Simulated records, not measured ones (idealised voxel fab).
The process module that follows is named voxel transistor to metal.
The figure presents cross-section cut, which has a width of 140 nm and is divided into square cells with an edge length of 5 nm.
If you're reading a cross-section in this doc, picture square cells in a grid; it comes to you as bands, top ones listed first down to the bottom, and a band can be one or more rows of cells. In this notation a band is specified by the heights of its top and bottom, in that order and in nm, after which its materials appear from left to right, each paired with its width in nm. The word "everywhere" attached to a single material means that material fills the band from edge to edge; the word "empty" stands for empty space. For the purposes of this specification, 0 denotes the height below which the wafer in its as-received condition is composed wholly of one material, and the lowermost band, lacking a lower limit, extends downward without end, as expressed in "z 0 and below". Top row gets the first number, bottom row gets the second, and each row in between changes by the same step: that is how a band width like "30->40" works. Where the words "same as before" appear for a step, the cross-section shows no cell changed by that step; every cell remained as before. Listed in "Sealed void list": every empty space of 8 or more cells without an open way to the top. Form: width x height at distance, the distance being from the left edge, all in nm. Formally, on a step line, whatever follows the settings is a remark that the simulator itself makes on the step. A step line may carry the setting "overlay nm", which, for steps involving a mask, states the distance by which the mask lay to the right of its intended position; negative values denote displacement to the left.
-- This section lists the process steps that were planned
step 1: RECEIVE, material Si
step 2: OXIDIZE, depth nm 5
step 3: CONFORMAL_DEP, material SiN, thk nm 10
step 4: PATTERN, tone cover, mask id ACTIVE, material resist, width nm 105, thk nm 15, overlay nm 0
step 5: DIRECTIONAL_ETCH, etch materials SiN, depth nm 10
step 6: DIRECTIONAL_ETCH, etch materials SiO2, depth nm 5
step 7: DIRECTIONAL_ETCH, etch materials Si, depth nm 25
step 8: STRIP, etch materials resist
step 9: OXIDIZE, depth nm 5
step 10: FILL_DEP, material SiO2, thk nm 5
step 11: CMP, height nm 10
step 12: SELECTIVE_ETCH, etch materials SiO2, depth nm 10
step 13: STRIP, etch materials SiN
step 14: SELECTIVE_ETCH, etch materials SiO2, depth nm 5
step 15: OXIDIZE, depth nm 5
step 16: DIRECTIONAL_DEP, material polySi, thk nm 25
step 17: DIRECTIONAL_DEP, material SiCN, thk nm 5
step 18: PATTERN, tone cover, mask id GATE, material resist, width nm 15, thk nm 20, overlay nm 0
step 19: DIRECTIONAL_ETCH, etch materials SiCN, depth nm 25
step 20: DIRECTIONAL_ETCH, etch materials polySi, depth nm 35
step 21: STRIP, etch materials resist
step 22: CONFORMAL_DEP, material SiO2, thk nm 5
step 23: DIRECTIONAL_ETCH, etch materials SiO2, depth nm 5
step 24: CONFORMAL_DEP, material SiN, thk nm 5
step 25: DIRECTIONAL_ETCH, etch materials SiN, depth nm 5
step 26: DIRECTIONAL_ETCH, etch materials SiO2, depth nm 5
step 27: DIRECTIONAL_ETCH, etch materials Si, depth nm 10
step 28: EPI, material SiGe, thk nm 10
step 29: FILL_DEP, material SiO2, thk nm 10
step 30: CMP, height nm 35
step 31: DIRECTIONAL_DEP, material SiO2, thk nm 15
step 32: MASKED_ETCH, tone open, mask id CONTACT, width nm 20, pitch nm 75, etch materials SiO2, depth nm 60, overlay nm 0
step 33: CONFORMAL_DEP, material TiN, thk nm 5
step 34: FILL_DEP, material W, thk nm 5
step 35: CMP, height nm 50
step 36: CONFORMAL_DEP, material SiN, thk nm 5
step 37: DIRECTIONAL_DEP, material SiO2, thk nm 25
step 38: MASKED_ETCH, tone open, mask id METAL_1, width nm 20, pitch nm 75, etch materials SiO2, depth nm 25, overlay nm 0
step 39: MASKED_ETCH, tone open, mask id METAL_1, width nm 20, pitch nm 75, etch materials SiN, depth nm 5, overlay nm 0
step 40: CONFORMAL_DEP, material TiN, thk nm 5
step 41: FILL_DEP, material Cu, thk nm 10
step 42: CMP, height nm 80
step 43: CONFORMAL_DEP, material SiCN, thk nm 5
step 44: DIRECTIONAL_DEP, material SiO2, thk nm 35
step 45: MASKED_ETCH, tone open, mask id METAL_2_HOLES, width nm 15, pitch nm 75, etch materials SiO2, depth nm 35, overlay nm 0
step 46: DIRECTIONAL_DEP, material aC, thk nm 15
step 47: PATTERN, tone open, mask id METAL_2, material resist, width nm 20, pitch nm 75, thk nm 35, overlay nm 0
step 48: DIRECTIONAL_ETCH, etch materials aC, depth nm 15
step 49: STRIP, etch materials resist
step 50: DIRECTIONAL_ETCH, etch materials SiO2, depth nm 20
step 51: DIRECTIONAL_ETCH, etch materials SiCN, depth nm 5
step 52: STRIP, etch materials aC
step 53: CONFORMAL_DEP, material TiN, thk nm 5
step 54: FILL_DEP, material Ru, thk nm 10
step 55: CMP, height nm 120
step 56: CONFORMAL_DEP, material SiN, thk nm 5
Where the wafers of this document differ is in the thk nm of step 17; they start out the same, and the plan states the value that applied to the first wafer.
-- Cross-section, first of several wafers, as delivered after step 1
> z 0 and below  Si everywhere
> Sealed void list: none
-- End of the module, past its last step, step 56: how the first of several wafers looks in cross-section
> z 125 to 120  SiN everywhere
> z 120 to 105  20 of SiO2 | 5 of TiN | 10 of Ru | 5 of TiN | 55 of SiO2 | 5 of TiN | 10 of Ru | 5 of TiN | 25 of SiO2
> z 105 to 100  20 of SiO2 | 5 of TiN | 5 of Ru | 10 of TiN | 55 of SiO2 | 5 of TiN | 5 of Ru | 10 of TiN | 25 of SiO2
> z 100 to 85  20 of SiO2 | 5 of TiN | 5 of Ru | 5 of TiN | 60 of SiO2 | 5 of TiN | 5 of Ru | 5 of TiN | 30 of SiO2
> z 85 to 80  20 of SiCN | 15 of TiN | 60 of SiCN | 15 of TiN | 30 of SiCN
> z 80 to 55  20 of SiO2 | 5 of TiN | 10 of Cu | 5 of TiN | 55 of SiO2 | 5 of TiN | 10 of Cu | 5 of TiN | 25 of SiO2
> z 55 to 50  20 of SiN | 20 of TiN | 55 of SiN | 20 of TiN | 25 of SiN
> z 50 to 25  20 of SiO2 | 5 of TiN | 10 of W | 5 of TiN | 55 of SiO2 | 5 of TiN | 10 of W | 5 of TiN | 25 of SiO2
> z 25 to 20  20 of SiO2 | 5 of TiN | 10 of W | 5 of TiN | 10 of SiO2 | 5 of SiN | 5 of SiO2 | 15 of SiCN | 5 of SiO2 | 5 of SiN | 10 of SiO2 | 5 of TiN | 10 of W | 5 of TiN | 25 of SiO2
> z 20 to 0  20 of SiO2 | 5 of TiN | 10 of W | 5 of TiN | 10 of SiO2 | 5 of SiN | 5 of SiO2 | 15 of polySi | 5 of SiO2 | 5 of SiN | 10 of SiO2 | 5 of TiN | 10 of W | 5 of TiN | 25 of SiO2
> z 0 to -5  20 of SiO2 | 5 of TiN | 10 of W | 5 of TiN | 10 of SiGe | 5 of SiN | 5 of SiO2 | 15 of polySi | 5 of SiO2 | 5 of SiN | 10 of SiGe | 5 of TiN | 10 of W | 5 of TiN | 25 of SiO2
> z -5 to -10  20 of SiO2 | 20 of TiN | 10 of SiGe | 35 of SiO2 | 10 of SiGe | 20 of TiN | 25 of SiO2
> z -10 to -20  20 of SiO2 | 30 of SiGe | 35 of Si | 30 of SiGe | 25 of SiO2
> z -20 to -35  20 of SiO2 | 95 of Si | 25 of SiO2
> z -35 and below  Si everywhere
> Sealed void list: none
-- Last-wafer cross-section at the end of the module
> z 125 to 120  SiN everywhere
> z 120 to 105  20 of SiO2 | 5 of TiN | 10 of Ru | 5 of TiN | 55 of SiO2 | 5 of TiN | 10 of Ru | 5 of TiN | 25 of SiO2
> z 105 to 100  20 of SiO2 | 5 of TiN | 5 of Ru | 10 of TiN | 55 of SiO2 | 5 of TiN | 5 of Ru | 10 of TiN | 25 of SiO2
> z 100 to 85  20 of SiO2 | 5 of TiN | 5 of Ru | 5 of TiN | 60 of SiO2 | 5 of TiN | 5 of Ru | 5 of TiN | 30 of SiO2
> z 85 to 80  20 of SiCN | 15 of TiN | 60 of SiCN | 15 of TiN | 30 of SiCN
> z 80 to 55  20 of SiO2 | 5 of TiN | 10 of Cu | 5 of TiN | 55 of SiO2 | 5 of TiN | 10 of Cu | 5 of TiN | 25 of SiO2
> z 55 to 50  20 of SiN | 20 of TiN | 55 of SiN | 20 of TiN | 25 of SiN
> z 50 to 35  20 of SiO2 | 5 of TiN | 10 of W | 5 of TiN | 55 of SiO2 | 5 of TiN | 10 of W | 5 of TiN | 25 of SiO2
> z 35 to 30  20 of SiO2 | 5 of TiN | 10 of W | 5 of TiN | 10 of SiO2 | 5 of SiN | 5 of SiO2 | 15 of SiCN | 5 of SiO2 | 5 of SiN | 10 of SiO2 | 5 of TiN | 10 of W | 5 of TiN | 25 of SiO2
> z 30 to 25  20 of SiO2 | 20 of TiN | 10 of SiO2 | 5 of SiN | 5 of SiO2 | 15 of SiCN | 5 of SiO2 | 5 of SiN | 10 of SiO2 | 20 of TiN | 25 of SiO2
> z 25 to 20  SiCN everywhere
> z 20 to -5  polySi everywhere
> z -5 to -10  SiO2 everywhere
> z -10 to -35  20 of SiO2 | 95 of Si | 25 of SiO2
> z -35 and below  Si everywhere
> Sealed void list: none
-- Heads up, this table goes wafer by wafer. A row tells you, at the end of the module, how many cells of each material that wafer has put on (+) or dropped (-) since it was received, and then its closed voids
thk nm 5; +20 Cu; +20 Ru; -125 Si; +25 SiCN; +32 SiGe; +60 SiN; +493 SiO2; +116 TiN; +44 W; +15 polySi; Sealed void list: none
thk nm 10; +20 Cu; +20 Ru; -125 Si; +28 SiCN; +32 SiGe; +62 SiN; +488 SiO2; +116 TiN; +44 W; +15 polySi; Sealed void list: none
thk nm 15; +20 Cu; +20 Ru; -125 Si; +31 SiCN; +32 SiGe; +64 SiN; +483 SiO2; +116 TiN; +44 W; +15 polySi; Sealed void list: none
thk nm 20; +20 Cu; +20 Ru; -125 Si; +31 SiCN; +32 SiGe; +64 SiN; +483 SiO2; +116 TiN; +44 W; +15 polySi; Sealed void list: none
thk nm 25; +20 Cu; +20 Ru; -125 Si; +31 SiCN; +32 SiGe; +64 SiN; +483 SiO2; +116 TiN; +44 W; +15 polySi; Sealed void list: none
thk nm 30; +20 Cu; +20 Ru; -101 Si; +56 SiCN; +52 SiN; +409 SiO2; +88 TiN; +16 W; +140 polySi; Sealed void list: none
